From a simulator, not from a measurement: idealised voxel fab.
Process module heading - voxel double patterning
295 nm wide, 5 nm square cells: that's cross-section cut.
Cross-section spec: square-cell grid; bands listed top down; each band is one or more rows.
For a band, the entry starts with two heights in nm, that of the top and then that of the bottom, and carries on with the band's materials in order from left to right, each alongside its width in nm; the word "throughout" beside a single material means it fills the band edge to edge, and "air" means empty space.
The reference from which all heights are counted is 0, the level beneath which the as-received wafer is entirely one material; the lowest band, having no lower bound, proceeds downward and is written after the example "0 down".
Graded width ("30->40"): value in top row of band = first number; value in bottom row = second number; row-to-row change constant.
Take "remained the same" at face value: in the step it is given for, the cross-section changed in none of its cells.
The label "Completely sealed voids" introduces a list of the empty spaces, 8 cells or larger, that have no open way up to the top; each entry in it reads width x height at distance, where the distance is taken from the left edge and all three are stated in nm.
Whatever follows a step's settings on its line is a remark the simulator itself makes about that step.
A step line may carry the setting "overlay nm", which, for steps involving a mask, states the distance by which the mask lay to the right of its intended position; negative values denote displacement to the left.
PROCESS STEPS - PLAN
step 1: op RECEIVE | material Si
step 2: op CONFORMAL_DEP | material SiN | thk nm 5
step 3: op DIRECTIONAL_DEP | material SiO2 | thk nm 10
step 4: op DIRECTIONAL_DEP | material SiCN | thk nm 10
step 5: op MASKED_ETCH | tone open | mask id FIRST | width nm 15 | pitch nm 50 | etch materials SiCN | depth nm 10 | overlay nm 0
step 6: op PATTERN | tone open | mask id SECOND | material resist | width nm 15 | thk nm 15 | overlay nm 0
step 7: op DIRECTIONAL_ETCH | etch materials SiCN | depth nm 10
step 8: op STRIP | etch materials resist
step 9: op DIRECTIONAL_ETCH | etch materials SiO2 | depth nm 10
step 10: op STRIP | etch materials SiCN
FIRST WAFER, AS PLANNED
CROSS-SECTION OF THE WAFER UPON ARRIVAL, REPRESENTING THE STATE REACHED AFTER STEP 1
- 0 down = Si throughout
- Completely sealed voids: none
WAFER AFTER STEP 2 (CROSS-SECTION)
- 5 to 0 = SiN throughout
- Note: structure below 0 unchanged.
WAFER AFTER STEP 3 (CROSS-SECTION)
- 15 to 5 = SiO2 throughout
- Note: structure below 5 unchanged.
WAFER AFTER STEP 4 (CROSS-SECTION)
- 25 to 15 = SiCN throughout
- Note: structure below 15 unchanged.
WAFER AFTER STEP 5 (CROSS-SECTION)
- 25 to 15 = SiCN 115 nm, air 15 nm, SiCN 35 nm, air 15 nm, SiCN 115 nm
- Note: structure below 15 unchanged.
WAFER AFTER STEP 6 (CROSS-SECTION)
- 40 to 25 = resist 140 nm, air 15 nm, resist 140 nm
- 25 to 15 = SiCN 115 nm, resist 15 nm, SiCN 35 nm, resist 15 nm, SiCN 115 nm
- Note: structure below 15 unchanged.
WAFER AFTER STEP 7 (CROSS-SECTION)
- 40 to 25 = resist 140 nm, air 15 nm, resist 140 nm
- 25 to 15 = SiCN 115 nm, resist 15 nm, SiCN 10 nm, air 15 nm, SiCN 10 nm, resist 15 nm, SiCN 115 nm
- Note: structure below 15 unchanged.
WAFER AFTER STEP 8 (CROSS-SECTION)
- 25 to 15 = SiCN 115 nm, air 15 nm, SiCN 10 nm, air 15 nm, SiCN 10 nm, air 15 nm, SiCN 115 nm
- Note: structure below 15 unchanged.
WAFER AFTER STEP 9 (CROSS-SECTION)
- 25 to 15 = SiCN 115 nm, air 15 nm, SiCN 10 nm, air 15 nm, SiCN 10 nm, air 15 nm, SiCN 115 nm
- 15 to 5 = SiO2 115 nm, air 15 nm, SiO2 10 nm, air 15 nm, SiO2 10 nm, air 15 nm, SiO2 115 nm
- Note: structure below 5 unchanged.
WAFER AFTER STEP 10 (CROSS-SECTION)
- 15 to 5 = SiO2 115 nm, air 15 nm, SiO2 10 nm, air 15 nm, SiO2 10 nm, air 15 nm, SiO2 115 nm
- Note: structure below 5 unchanged.
SECOND WAFER - SHARED START AND PLAN WITH THE FIRST - ONE ERROR IN RUNNING - SAME AS THE FIRST UP TO STEP 2 INCLUSIVE
CROSS-SECTION OF THE SECOND WAFER CORRESPONDING TO THE PLANNED CONCLUSION OF STEP 3
- 10 to 5 = SiO2 throughout
- Note: structure below 5 unchanged.
CROSS-SECTION OF THE SECOND WAFER CORRESPONDING TO THE PLANNED CONCLUSION OF STEP 4
- 20 to 10 = SiCN throughout
- Note: structure below 10 unchanged.
CROSS-SECTION OF THE SECOND WAFER CORRESPONDING TO THE PLANNED CONCLUSION OF STEP 5
- 20 to 10 = SiCN 115 nm, air 15 nm, SiCN 35 nm, air 15 nm, SiCN 115 nm
- Note: structure below 10 unchanged.
CROSS-SECTION OF THE SECOND WAFER CORRESPONDING TO THE PLANNED CONCLUSION OF STEP 6
- 35 to 20 = resist 140 nm, air 15 nm, resist 140 nm
- 20 to 10 = SiCN 115 nm, resist 15 nm, SiCN 35 nm, resist 15 nm, SiCN 115 nm
- Note: structure below 10 unchanged.
CROSS-SECTION OF THE SECOND WAFER CORRESPONDING TO THE PLANNED CONCLUSION OF STEP 7
- 35 to 20 = resist 140 nm, air 15 nm, resist 140 nm
- 20 to 10 = SiCN 115 nm, resist 15 nm, SiCN 10 nm, air 15 nm, SiCN 10 nm, resist 15 nm, SiCN 115 nm
- Note: structure below 10 unchanged.
CROSS-SECTION OF THE SECOND WAFER CORRESPONDING TO THE PLANNED CONCLUSION OF STEP 8
- 20 to 10 = SiCN 115 nm, air 15 nm, SiCN 10 nm, air 15 nm, SiCN 10 nm, air 15 nm, SiCN 115 nm
- Note: structure below 10 unchanged.
CROSS-SECTION OF THE SECOND WAFER CORRESPONDING TO THE PLANNED CONCLUSION OF STEP 9
- 20 to 10 = SiCN 115 nm, air 15 nm, SiCN 10 nm, air 15 nm, SiCN 10 nm, air 15 nm, SiCN 115 nm
- 10 to 5 = SiO2 115 nm, air 15 nm, SiO2 10 nm, air 15 nm, SiO2 10 nm, air 15 nm, SiO2 115 nm
- Note: structure below 5 unchanged.
CROSS-SECTION OF THE SECOND WAFER CORRESPONDING TO THE PLANNED CONCLUSION OF STEP 10
- 10 to 5 = SiO2 115 nm, air 15 nm, SiO2 10 nm, air 15 nm, SiO2 10 nm, air 15 nm, SiO2 115 nm
- Note: structure below 5 unchanged.
What broke from the plan during processing? heads up, step 3 didn't go per plan, it actually ran as op DIRECTIONAL_DEP | material SiO2 | thk nm 5
Final cells, second wafer relative to first, materials higher or lower: SiO2 -50
